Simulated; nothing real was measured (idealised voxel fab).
voxel capacitor over wiring: a process module
Section shown: cut. Width: 160 nm. Cell size: 5 nm, square.
In this document a cross-section is written as a grid of square cells. It is given as a series of bands, listed from the top down, and a band is one or more rows of cells. Basically the band line says how high the top is and how high the bottom is, in nm, and then what's in it from left to right, every material with its width in nm. Empty space shows up as "air", and if a single material carries "everywhere" it runs the full band edge to edge. We count height from 0. Below that, the starting wafer is all one material. The lowest band never ends at the bottom but goes on down; see "0 and below" for how that is written. Per-row width for "30->40": begins at first number (top row of band), ends at second number (bottom row), increment between rows held constant. "no change occurred" (step): cross-section cells unchanged, all of them. "Enclosed void listing": empty spaces of 8 cells or more with no open way to the top, each given as width x height at distance, distance from the left edge, all in nm. Step line, after settings: the simulator's comment on this step. What "overlay nm" on a step's line means: if the step has a mask, that mask lay this far to the right of its planned place, or, when the value is negative, to the left. Pairs, read this way: before one process step on the one hand, after it on the other, the after cross-section ending at the lowest band that changed; the step between, settings included, beneath. Same starting wafer throughout, but possibly different runs of this module, so no pair continues from the pair above unless its entry headed "Before processing" says so.
Before processing:
* 100 down to 95  Cu everywhere
* 95 down to 90  TiN (45) | Cu (5) | TiN (110)
* 90 down to 80  SiO2 (40) | TiN (5) | Cu (5) | TiN (5) | SiO2 (105)
* 80 down to 75  SiO2 (40) | TiN (15) | SiO2 (105)
* 75 down to 65  SiO2 (35) | TiN (70) | SiO2 (55)
* 65 down to 60  SiO2 (35) | HfO2 (70) | SiO2 (55)
* 60 down to 50  SiO2 (25) | TiN (85) | SiO2 (50)
* 50 down to 35  SiO2 (30) | TiN (5) | Cu (5) | TiN (5) | SiO2 (115)
* 35 down to 30  SiCN (30) | TiN (15) | SiCN (115)
* 30 down to 15  SiO2 (15) | SiCN (5) | Ru (25) | SiCN (5) | SiO2 (60) | SiCN (5) | Ru (25) | SiCN (5) | SiO2 (15)
* 15 down to 10  SiCN (20) | TiN (25) | SiCN (70) | TiN (25) | SiCN (20)
* 10 down to 0  SiO2 everywhere
* 0 and below  Si everywhere
* Enclosed void listing: none
Result of Step:
* 90 down to 80  SiO2 (40) | TiN (5) | Cu (5) | TiN (5) | SiO2 (105)
* Nothing below the height 80 has changed.
* Enclosed void listing: none
Before/after cross-sections above; step in between: CMP with height nm 90
Before processing: look at the pair above, its after cross-section is where this step starts.
Result of Step:
* 95 down to 90  SiN everywhere
* Nothing below the height 90 has changed.
* Enclosed void listing: none
Before/after cross-sections above; step in between: CONFORMAL_DEP with material SiN, thk nm 5
Before processing:
* 85 down to 75  aC everywhere
* 75 down to 65  TiN everywhere
* 65 down to 60  HfO2 everywhere
* 60 down to 50  TiN everywhere
* 50 down to 35  SiO2 (30) | TiN (5) | Cu (5) | TiN (5) | SiO2 (115)
* 35 down to 30  SiCN (30) | TiN (15) | SiCN (115)
* 30 down to 15  SiO2 (15) | SiCN (5) | Ru (25) | SiCN (5) | SiO2 (60) | SiCN (5) | Ru (25) | SiCN (5) | SiO2 (15)
* 15 down to 10  SiCN (20) | TiN (25) | SiCN (70) | TiN (25) | SiCN (20)
* 10 down to 0  SiO2 everywhere
* 0 and below  Si everywhere
* Enclosed void listing: none
Result of Step:
* 115 down to 85  air (40) | resist (75) | air (45)
* Nothing below the height 85 has changed.
* Enclosed void listing: none
Before/after cross-sections above; step in between: PATTERN with tone cover, mask id UPPER_PLATE, material resist, width nm 75, thk nm 30, overlay nm 10
Before processing: look at the pair above, its after cross-section is where this step starts.
Result of Step:
* 105 down to 85  air (40) | resist (75) | air (45)
* 85 down to 75  air (40) | aC (75) | air (45)
* Nothing below the height 75 has changed.
* Enclosed void listing: none
Before/after cross-sections above; step in between: DIRECTIONAL_ETCH with etch materials aC, depth nm 10
Before processing: look at the pair above, its after cross-section is where this step starts.
Result of Step:
* 85 down to 75  air (40) | aC (75) | air (45)
* Nothing below the height 75 has changed.
* Enclosed void listing: none
Before/after cross-sections above; step in between: STRIP with etch materials resist
Before processing: look at the pair above, its after cross-section is where this step starts.
Result of Step:
* 85 down to 75  air (40) | aC (75) | air (45)
* 75 down to 65  air (40) | TiN (75) | air (45)
* Nothing below the height 65 has changed.
* Enclosed void listing: none
Before/after cross-sections above; step in between: DIRECTIONAL_ETCH with etch materials TiN, depth nm 10
Before processing: look at the pair above, its after cross-section is where this step starts.
Result of Step:
* 85 down to 75  air (40) | aC (75) | air (45)
* 75 down to 65  air (40) | TiN (75) | air (45)
* 65 down to 60  air (40) | HfO2 (75) | air (45)
* Nothing below the height 60 has changed.
* Enclosed void listing: none
Before/after cross-sections above; step in between: DIRECTIONAL_ETCH with etch materials HfO2, depth nm 5
Before processing: look at the pair above, its after cross-section is where this step starts.
Result of Step:
* 75 down to 65  air (40) | TiN (75) | air (45)
* Nothing below the height 65 has changed.
* Enclosed void listing: none
Before/after cross-sections above; step in between: STRIP with etch materials aC
Before processing: look at the pair above, its after cross-section is where this step starts.
Result of Step:
* 85 down to 75  air (40) | aC (75) | air (45)
* 75 down to 70  air (40) | TiN (75) | air (45)
* 70 down to 65  aC (40) | TiN (75) | aC (45)
* 65 down to 60  aC (40) | HfO2 (75) | aC (45)
* Nothing below the height 60 has changed.
* Enclosed void listing: none
Before/after cross-sections above; step in between: DIRECTIONAL_DEP with material aC, thk nm 10
Before processing: look at the pair above, its after cross-section is where this step starts.
Result of Step:
* 110 down to 85  air (25) | resist (85) | air (50)
* 85 down to 75  air (25) | resist (15) | aC (75) | air (45)
* 75 down to 70  air (25) | resist (15) | TiN (75) | air (45)
* Nothing below the height 70 has changed.
* Enclosed void listing: none
Before/after cross-sections above; step in between: PATTERN with tone cover, mask id LOWER_PLATE, material resist, width nm 85, thk nm 25, overlay nm 0
Before processing: look at the pair above, its after cross-section is where this step starts.
Result of Step:
* 100 down to 85  air (25) | resist (85) | air (50)
* 85 down to 75  air (25) | resist (15) | aC (70) | air (50)
* 75 down to 70  air (25) | resist (15) | TiN (75) | air (45)
* 70 down to 65  air (25) | aC (15) | TiN (75) | air (45)
* 65 down to 60  air (25) | aC (15) | HfO2 (75) | air (45)
* Nothing below the height 60 has changed.
* Enclosed void listing: none
Before/after cross-sections above; step in between: DIRECTIONAL_ETCH with etch materials aC, depth nm 10
Before processing: look at the pair above, its after cross-section is where this step starts.
Result of Step:
* 85 down to 75  air (40) | aC (70) | air (50)
* 75 down to 70  air (40) | TiN (75) | air (45)
* Nothing below the height 70 has changed.
* Enclosed void listing: none
Before/after cross-sections above; step in between: STRIP with etch materials resist
Before processing: look at the pair above, its after cross-section is where this step starts.
Result of Step:
* 85 down to 75  air (40) | aC (70) | air (50)
* 75 down to 70  air (40) | TiN (70) | air (50)
* 70 down to 65  air (25) | aC (15) | TiN (70) | air (50)
* 65 down to 60  air (25) | aC (15) | HfO2 (75) | air (45)
* 60 down to 50  air (25) | TiN (90) | air (45)
* Nothing below the height 50 has changed.
* Enclosed void listing: none
Before/after cross-sections above; step in between: DIRECTIONAL_ETCH with etch materials TiN, depth nm 10
Before processing: look at the pair above, its after cross-section is where this step starts.
Result of Step:
* 75 down to 65  air (40) | TiN (70) | air (50)
* 65 down to 60  air (40) | HfO2 (75) | air (45)
* Nothing below the height 60 has changed.
* Enclosed void listing: none
Before/after cross-sections above; step in between: STRIP with etch materials aC
Before processing: look at the pair above, its after cross-section is where this step starts.
Result of Step:
* 95 down to 75  SiO2 everywhere
* 75 down to 65  SiO2 (40) | TiN (70) | SiO2 (50)
* 65 down to 60  SiO2 (40) | HfO2 (75) | SiO2 (45)
* 60 down to 50  SiO2 (25) | TiN (90) | SiO2 (45)
* Nothing below the height 50 has changed.
* Enclosed void listing: none
Before/after cross-sections above; step in between: FILL_DEP with material SiO2, thk nm 20
Before processing: look at the pair above, its after cross-section is where this step starts.
Result of Step:
* 90 down to 75  SiO2 everywhere
* Nothing below the height 75 has changed.
* Enclosed void listing: none
Before/after cross-sections above; step in between: CMP with height nm 90
Before processing: look at the pair above, its after cross-section is where this step starts.
Result of Step:
* 90 down to 75  SiO2 (40) | air (15) | SiO2 (105)
* Nothing below the height 75 has changed.
* Enclosed void listing: none
Before/after cross-sections above; step in between: MASKED_ETCH with tone open, mask id PLUG_2, width nm 15, etch materials SiO2, depth nm 15, overlay nm 0
Before processing: look at the pair above, its after cross-section is where this step starts.
Result of Step:
* 95 down to 90  TiN (45) | air (5) | TiN (110)
* 90 down to 80  SiO2 (40) | TiN (5) | air (5) | TiN (5) | SiO2 (105)
* 80 down to 75  SiO2 (40) | TiN (15) | SiO2 (105)
* Nothing below the height 75 has changed.
* Enclosed void listing: none
Before/after cross-sections above; step in between: CONFORMAL_DEP with material TiN, thk nm 5
Before processing: look at the pair above, its after cross-section is where this step starts.
Result of Step:
* 100 down to 95  Cu everywhere
* 95 down to 90  TiN (45) | Cu (5) | TiN (110)
* 90 down to 80  SiO2 (40) | TiN (5) | Cu (5) | TiN (5) | SiO2 (105)
* Nothing below the height 80 has changed.
* Enclosed void listing: none
Before/after cross-sections above; step in between: FILL_DEP with material Cu, thk nm 5
Before processing: look at the pair above, its after cross-section is where this step starts.
Result of Step:
* 90 down to 80  SiO2 (40) | TiN (5) | Cu (5) | TiN (5) | SiO2 (105)
* Nothing below the height 80 has changed.
* Enclosed void listing: none
Before/after cross-sections above; step in between: CMP with height nm 90
Before processing: look at the pair above, its after cross-section is where this step starts.
Result of Step:
* 95 down to 90  SiN everywhere
* Nothing below the height 90 has changed.
* Enclosed void listing: none
Before/after cross-sections above; step in between: CONFORMAL_DEP with material SiN, thk nm 5
Before processing:
* 75 down to 65  air (30) | TiN (75) | air (55)
* 65 down to 60  air (30) | HfO2 (75) | air (55)
* 60 down to 50  TiN everywhere
* 50 down to 35  SiO2 (30) | TiN (5) | Cu (5) | TiN (5) | SiO2 (115)
* 35 down to 30  SiCN (30) | TiN (15) | SiCN (115)
* 30 down to 15  SiO2 (15) | SiCN (5) | Ru (25) | SiCN (5) | SiO2 (60) | SiCN (5) | Ru (25) | SiCN (5) | SiO2 (15)
* 15 down to 10  SiCN (20) | TiN (25) | SiCN (70) | TiN (25) | SiCN (20)
* 10 down to 0  SiO2 everywhere
* 0 and below  Si everywhere
* Enclosed void listing: none
Result of Step:
* 85 down to 75  air (30) | SiN (75) | air (55)
* 75 down to 70  air (30) | TiN (75) | air (55)
* 70 down to 65  SiN (30) | TiN (75) | SiN (55)
* 65 down to 60  SiN (30) | HfO2 (75) | SiN (55)
* Nothing below the height 60 has changed.
* Enclosed void listing: none
Before/after cross-sections above; step in between: DIRECTIONAL_DEP with material SiN, thk nm 10
Before processing: look at the pair above, its after cross-section is where this step starts.
Result of Step:
* 110 down to 85  air (25) | resist (85) | air (50)
* 85 down to 75  air (25) | resist (5) | SiN (75) | resist (5) | air (50)
* 75 down to 70  air (25) | resist (5) | TiN (75) | resist (5) | air (50)
* Nothing below the height 70 has changed.
* Enclosed void listing: none
Before/after cross-sections above; step in between: PATTERN with tone cover, mask id LOWER_PLATE, material resist, width nm 85, thk nm 25, overlay nm 0
Before processing: look at the pair above, its after cross-section is where this step starts.
Result of Step:
* 100 down to 85  air (25) | resist (85) | air (50)
* Nothing below the height 85 has changed.
* Enclosed void listing: none
Before/after cross-sections above; step in between: DIRECTIONAL_ETCH with etch materials aC, depth nm 10
Before processing: look at the pair above, its after cross-section is where this step starts.
Result of Step:
* 85 down to 75  air (30) | SiN (75) | air (55)
* 75 down to 70  air (30) | TiN (75) | air (55)
* Nothing below the height 70 has changed.
* Enclosed void listing: none
Before/after cross-sections above; step in between: STRIP with etch materials resist
Before processing: look at the pair above, its after cross-section is where this step starts.
Result of Step:
* 105 down to 85  SiO2 everywhere
* 85 down to 75  SiO2 (30) | SiN (75) | SiO2 (55)
* 75 down to 70  SiO2 (30) | TiN (75) | SiO2 (55)
* Nothing below the height 70 has changed.
* Enclosed void listing: none
Before/after cross-sections above; step in between: FILL_DEP with material SiO2, thk nm 20
Before processing: look at the pair above, its after cross-section is where this step starts.
Result of Step:
* 90 down to 85  SiO2 everywhere
* Nothing below the height 85 has changed.
* Enclosed void listing: none
Before/after cross-sections above; step in between: CMP with height nm 90
Before processing: look at the pair above, its after cross-section is where this step starts.
Result of Step:
* 90 down to 85  SiO2 (40) | air (15) | SiO2 (105)
* Nothing below the height 85 has changed.
* Enclosed void listing: none
Before/after cross-sections above; step in between: MASKED_ETCH with tone open, mask id PLUG_2, width nm 15, etch materials SiO2, depth nm 15, overlay nm 0
Before processing: look at the pair above, its after cross-section is where this step starts.
Result of Step:
* 95 down to 90  TiN (45) | air (5) | TiN (110)
* 90 down to 85  SiO2 (40) | TiN (15) | SiO2 (105)
* Nothing below the height 85 has changed.
* Enclosed void listing: none
Before/after cross-sections above; step in between: CONFORMAL_DEP with material TiN, thk nm 5
Before processing: look at the pair above, its after cross-section is where this step starts.
Result of Step:
* 100 down to 95  Cu everywhere
* 95 down to 90  TiN (45) | Cu (5) | TiN (110)
* Nothing below the height 90 has changed.
* Enclosed void listing: none
Before/after cross-sections above; step in between: FILL_DEP with material Cu, thk nm 5
Before processing: look at the pair above, its after cross-section is where this step starts.
Result of Step:
* 90 down to 85  SiO2 (40) | TiN (15) | SiO2 (105)
* Nothing below the height 85 has changed.
* Enclosed void listing: none
Before/after cross-sections above; step in between: CMP with height nm 90
Before processing: look at the pair above, its after cross-section is where this step starts.
Result of Step:
* 95 down to 90  SiN everywhere
* Nothing below the height 90 has changed.
* Enclosed void listing: none
Before/after cross-sections above; step in between: CONFORMAL_DEP with material SiN, thk nm 5
Before processing:
* 90 down to 75  SiO2 everywhere
* 75 down to 65  SiO2 (30) | TiN (75) | SiO2 (55)
* 65 down to 60  SiO2 (30) | HfO2 (75) | SiO2 (55)
* 60 down to 50  SiO2 (25) | TiN (85) | SiO2 (50)
* 50 down to 35  SiO2 (30) | TiN (5) | Cu (5) | TiN (5) | SiO2 (115)
* 35 down to 30  SiCN (30) | TiN (15) | SiCN (115)
* 30 down to 15  SiO2 (15) | SiCN (5) | Ru (25) | SiCN (5) | SiO2 (60) | SiCN (5) | Ru (25) | SiCN (5) | SiO2 (15)
* 15 down to 10  SiCN (20) | TiN (25) | SiCN (70) | TiN (25) | SiCN (20)
* 10 down to 0  SiO2 everywhere
* 0 and below  Si everywhere
* Enclosed void listing: none
Result of Step:
* 90 down to 75  air (40) | SiO2 (15) | air (105)
* Nothing below the height 75 has changed.
* Enclosed void listing: none
Before/after cross-sections above; step in between: MASKED_ETCH with tone cover, mask id PLUG_2, width nm 15, etch materials SiO2, depth nm 15, overlay nm 0
Before processing: look at the pair above, its after cross-section is where this step starts.
Result of Step:
* 95 down to 90  air (35) | TiN (25) | air (100)
* 90 down to 80  air (35) | TiN (5) | SiO2 (15) | TiN (5) | air (100)
* 80 down to 75  TiN (40) | SiO2 (15) | TiN (105)
* Nothing below the height 75 has changed.
* Enclosed void listing: none
Before/after cross-sections above; step in between: CONFORMAL_DEP with material TiN, thk nm 5
Before processing: look at the pair above, its after cross-section is where this step starts.
Result of Step:
* 100 down to 95  Cu everywhere
* 95 down to 90  Cu (35) | TiN (25) | Cu (100)
* 90 down to 80  Cu (35) | TiN (5) | SiO2 (15) | TiN (5) | Cu (100)
* Nothing below the height 80 has changed.
* Enclosed void listing: none
Before/after cross-sections above; step in between: FILL_DEP with material Cu, thk nm 5
Before processing: look at the pair above, its after cross-section is where this step starts.
Result of Step:
* 90 down to 80  Cu (35) | TiN (5) | SiO2 (15) | TiN (5) | Cu (100)
* Nothing below the height 80 has changed.
* Enclosed void listing: none
Before/after cross-sections above; step in between: CMP with height nm 90
Before processing: look at the pair above, its after cross-section is where this step starts.
Result of Step:
* 95 down to 90  SiN everywhere
* Nothing below the height 90 has changed.
* Enclosed void listing: none
Before/after cross-sections above; step in between: CONFORMAL_DEP with material SiN, thk nm 5
